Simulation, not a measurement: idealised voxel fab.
A process module follows: voxel local oxidation.
Section cut is 175 nm wide and gridded with 5 nm square cells.
A cross-section in this document is a grid of square cells, and it is written down as bands, the top band listed before the ones below it; a band is made up of one or more rows of cells.
Basically the band line says how high the top is and how high the bottom is, in nm, and then what's in it from left to right, every material with its width in nm. Empty space shows up as "blank", and if a single material carries "everywhere" it runs the full band edge to edge.
Convention: height 0 is the level below which the wafer, as received, is all one material. The lowest band does not terminate at the bottom but continues downward, represented as "0 and below".
Read "30->40" as a graded width: first number on top, second number at the bottom, same change between each pair of neighbouring rows.
"nothing was modified" (step): cross-section cells unchanged, all of them.
Entry "Trapped cavities". Content: empty spaces with no open connection to the top, size 8 cells or greater. Each: width x height at distance. Distance: from left edge. Unit: nm.
The remark found on a step's line after its settings is issued by the simulator itself and pertains to that step.
overlay nm: where the mask lay relative to plan, measured to the right, on steps with a mask; negatives go left.

[plan]
1,RECEIVE [material Si]
2,OXIDIZE [depth nm 5]
3,CONFORMAL_DEP [material SiN] [thk nm 15]
4,PATTERN [tone cover] [mask id ACTIVE] [material resist] [width nm 95] [thk nm 20] [overlay nm 0]
5,DIRECTIONAL_ETCH [etch materials SiN] [depth nm 15]
6,STRIP [etch materials resist]
7,SELECTIVE_ETCH [etch materials SiO2] [depth nm 5]
8,OXIDIZE [depth nm 15]
9,STRIP [etch materials SiN]

[What follows covers the first of two wafers; it ran as planned]

[Wafer as received: cross-section following step 1]
* 0 and below  Si everywhere
* Trapped cavities: none

[Cross-section through the wafer, step 2 finished]
* 0 down to -5  SiO2 everywhere
* Everything under -5 stays put, no change at all.

[Cross-section through the wafer, step 3 finished]
* 15 down to 0  SiN everywhere
* Everything under 0 stays put, no change at all.

[Cross-section through the wafer, step 4 finished]
* 35 down to 15  blank=40, then resist=95, then blank=40
* Everything under 15 stays put, no change at all.

[Cross-section through the wafer, step 5 finished]
* 35 down to 15  blank=40, then resist=95, then blank=40
* 15 down to 0  blank=40, then SiN=95, then blank=40
* Everything under 0 stays put, no change at all.

[Cross-section through the wafer, step 6 finished]
* 15 down to 0  blank=40, then SiN=95, then blank=40
* Everything under 0 stays put, no change at all.

[Cross-section through the wafer, step 7 finished]
* 15 down to 0  blank=40, then SiN=95, then blank=40
* 0 down to -5  blank=45, then SiO2=85, then blank=45
* Everything under -5 stays put, no change at all.

[Cross-section through the wafer, step 8 finished]
* 15 down to 0  blank=40, then SiN=95, then blank=40
* 0 down to -5  blank=45, then SiO2=85, then blank=45
* -5 down to -20  SiO2=60, then Si=55, then SiO2=60
* Everything under -20 stays put, no change at all.

[Cross-section through the wafer, step 9 finished]
* 0 down to -5  blank=45, then SiO2=85, then blank=45
* Everything under -5 stays put, no change at all.

[Second wafer. Start and plan as for the first. One mistake made in running. Agrees with the first up to and including step 7]

[What the second wafer looks like in cross-section when step 8 should have wrapped up]
* 15 down to 0  blank=40, then SiN=95, then blank=40
* 0 down to -5  blank=45, then SiO2=85, then blank=45
* -5 down to -25  SiO2=65, then Si=45, then SiO2=65
* Everything under -25 stays put, no change at all.

[What the second wafer looks like in cross-section when step 9 should have wrapped up]
* 0 down to -5  blank=45, then SiO2=85, then blank=45
* Everything under -5 stays put, no change at all.
Deviation noted in wafer processing: not per plan at step 8, really ran OXIDIZE [depth nm 20]
Final difference in cells, second wafer against first, listed per material as more or fewer: Si: 32 fewer; SiO2: 32 more
